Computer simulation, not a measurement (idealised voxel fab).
Module name: voxel wiring stack (process module)
190 nm wide, 5 nm square cells: that's cross-section cut.
Throughout this document, each cross-section is represented as a grid of square cells and is presented as a sequence of bands enumerated from the top downward, where a band comprises one or more rows of cells.
For a band, the entry starts with two heights in nm, that of the top and then that of the bottom, and carries on with the band's materials in order from left to right, each alongside its width in nm; the word "edge to edge" beside a single material means it fills the band edge to edge, and "blank" means empty space.
Note: height 0 marks the level under which the wafer is uniformly one material as received. Lowest band unbounded below, written "0 -> down".
Graded width ("30..40"): value in top row of band = first number; value in bottom row = second number; row-to-row change constant.
The designation "no modifications", where it is given for a processing step, indicates that no cell of the cross-section was altered in the course of that step.
Empty spaces without an open route to the top, at least 8 cells in extent, make up the entry "Fully enclosed voids"; each is given as width x height at distance, where the distance is measured from the left edge, and all are in nm.
Read whatever lies past the settings on a step's line as the simulator's own remark about the step.
overlay nm: step with mask; distance mask lay right of planned place; negative value = left of planned place.
# The following list gives the planned process steps
1: RECEIVE,material Si
2: CONFORMAL_DEP,material SiO2,thk nm 10
3: CONFORMAL_DEP,material SiCN,thk nm 5
4: DIRECTIONAL_DEP,material SiO2,thk nm 25
5: MASKED_ETCH,tone open,mask id METAL_1,width nm 30,pitch nm 55,etch materials SiO2,depth nm 25,overlay nm 0
6: MASKED_ETCH,tone open,mask id METAL_1,width nm 30,pitch nm 55,etch materials SiCN,depth nm 5,overlay nm 0
7: CONFORMAL_DEP,material TiN,thk nm 5
8: FILL_DEP,material Cu,thk nm 10
9: CMP,height nm 40
10: EPI,material Ru,thk nm 5
11: FILL_DEP,material SiCN,thk nm 5
12: DIRECTIONAL_DEP,material lowk,thk nm 10
13: MASKED_ETCH,tone open,mask id PLUG_1,width nm 15,pitch nm 55,etch materials lowk,depth nm 10,overlay nm 0
14: MASKED_ETCH,tone open,mask id PLUG_1,width nm 15,pitch nm 55,etch materials SiCN,depth nm 5,overlay nm 0
15: EPI,material Ru,thk nm 10
16: EPI,material Ru,thk nm 5
17: DIRECTIONAL_DEP,material TiN,thk nm 5
18: DIRECTIONAL_DEP,material W,thk nm 25
19: PATTERN,tone cover,mask id METAL_2,material resist,width nm 30,pitch nm 55,thk nm 20,overlay nm 0
20: DIRECTIONAL_ETCH,etch materials W,depth nm 25
21: DIRECTIONAL_ETCH,etch materials TiN,depth nm 5
22: STRIP,etch materials resist
23: CONFORMAL_DEP,material SiCN,thk nm 5
24: FILL_DEP,material lowk,thk nm 5
25: CMP,height nm 90
26: CONFORMAL_DEP,material SiCN,thk nm 5
27: DIRECTIONAL_DEP,material lowk,thk nm 15
28: DIRECTIONAL_DEP,material aC,thk nm 15
29: PATTERN,tone open,mask id PLUG_2,material resist,width nm 15,thk nm 30,overlay nm 0
30: DIRECTIONAL_ETCH,etch materials aC,depth nm 15
31: STRIP,etch materials resist
32: DIRECTIONAL_ETCH,etch materials lowk,depth nm 15
33: DIRECTIONAL_ETCH,etch materials SiCN,depth nm 5
34: STRIP,etch materials aC
35: EPI,material Ru,thk nm 10
36: EPI,material Ru,thk nm 10
37: DIRECTIONAL_DEP,material TiN,thk nm 5
38: DIRECTIONAL_DEP,material Ru,thk nm 15
39: DIRECTIONAL_DEP,material aC,thk nm 15
40: PATTERN,tone cover,mask id METAL_3,material resist,width nm 30,pitch nm 55,thk nm 30,overlay nm 0
41: DIRECTIONAL_ETCH,etch materials aC,depth nm 15
42: STRIP,etch materials resist
43: DIRECTIONAL_ETCH,etch materials Ru,depth nm 15
44: DIRECTIONAL_ETCH,etch materials TiN,depth nm 5
45: STRIP,etch materials aC
46: CONFORMAL_DEP,material SiN,thk nm 5
47: FILL_DEP,material SiO2,thk nm 10
48: CMP,height nm 130
49: CONFORMAL_DEP,material SiN,thk nm 5
# Cross-section: wafer on arrival = after step 1
- 0 -> down  Si edge to edge
- Fully enclosed voids: none
# The first of two wafers, cross-sectioned at the end of the module, with the run proceeding as planned
- 135 -> 130  SiN edge to edge
- 130 -> 115  SiO2 (45), then SiN (5), then Ru (30), then SiN (5), then SiO2 (15), then SiN (5), then Ru (30), then SiN (5), then SiO2 (50)
- 115 -> 110  SiN (50), then TiN (30), then SiN (25), then TiN (30), then SiN (55)
- 110 -> 95  lowk (50), then Ru (15), then lowk (125)
- 95 -> 90  SiCN (50), then Ru (15), then SiCN (125)
- 90 -> 65  lowk (45), then SiCN (5), then W (30), then SiCN (5), then lowk (15), then SiCN (5), then W (30), then SiCN (5), then lowk (50)
- 65 -> 60  SiCN (50), then TiN (30), then SiCN (25), then TiN (30), then SiCN (55)
- 60 -> 50  lowk (50), then Ru (15), then lowk (40), then Ru (15), then lowk (70)
- 50 -> 40  SiCN (50..45), then Ru (15..40), then SiCN (40..15), then Ru (15..40), then SiCN (70..50)
- 40 -> 15  SiO2 (50), then TiN (5), then Cu (20), then TiN (5), then SiO2 (25), then TiN (5), then Cu (20), then TiN (5), then SiO2 (55)
- 15 -> 10  SiCN (50), then TiN (30), then SiCN (25), then TiN (30), then SiCN (55)
- 10 -> 0  SiO2 edge to edge
- 0 -> down  Si edge to edge
- Fully enclosed voids: none
# Cross-sectional image of the second wafer of the two following completion of the module. Starting state and process plan were the same as for the first wafer; one execution error occurred
- 135 -> 130  SiN edge to edge
- 130 -> 125  SiO2 (45), then SiN (5), then Ru (25), then SiN (5), then SiO2 (110)
- 125 -> 120  SiO2 (45), then SiN (5), then Ru (25), then SiN (10), then SiO2 (15), then SiN (40), then SiO2 (50)
- 120 -> 115  SiO2 (45), then SiN (5), then Ru (30), then SiN (5), then SiO2 (15), then SiN (5), then Ru (30), then SiN (5), then SiO2 (50)
- 115 -> 110  SiO2 (35), then SiN (15), then TiN (25), then Ru (5), then SiN (5), then SiO2 (15), then SiN (5), then Ru (30), then SiN (5), then SiO2 (50)
- 110 -> 105  SiO2 (35), then SiN (5), then Ru (40), then SiN (5), then SiO2 (15), then SiN (5), then Ru (30), then SiN (5), then SiO2 (50)
- 105 -> 100  SiN (40), then Ru (35), then TiN (5), then SiN (25), then TiN (30), then SiN (55)
- 100 -> 95  lowk (50), then Ru (15), then lowk (125)
- 95 -> 90  SiCN (50), then Ru (15), then SiCN (125)
- 90 -> 65  lowk (45), then SiCN (5), then W (30), then SiCN (5), then lowk (15), then SiCN (5), then W (30), then SiCN (5), then lowk (50)
- 65 -> 60  SiCN (50), then TiN (30), then SiCN (25), then TiN (30), then SiCN (55)
- 60 -> 50  lowk (50), then Ru (15), then lowk (40), then Ru (15), then lowk (70)
- 50 -> 40  SiCN (50..45), then Ru (15..40), then SiCN (40..15), then Ru (15..40), then SiCN (70..50)
- 40 -> 15  SiO2 (50), then TiN (5), then Cu (20), then TiN (5), then SiO2 (25), then TiN (5), then Cu (20), then TiN (5), then SiO2 (55)
- 15 -> 10  SiCN (50), then TiN (30), then SiCN (25), then TiN (30), then SiCN (55)
- 10 -> 0  SiO2 edge to edge
- 0 -> down  Si edge to edge
- Fully enclosed voids: none
Heads up, the wafer didn't run the way we planned it: step 27 was not run as planned; what actually ran was DIRECTIONAL_DEP,material lowk,thk nm 5
Wafer comparison, final, in cells, second relative to first, materials more or fewer: Ru: 8 more | SiN: 13 more | SiO2: 49 more | lowk: 70 fewer
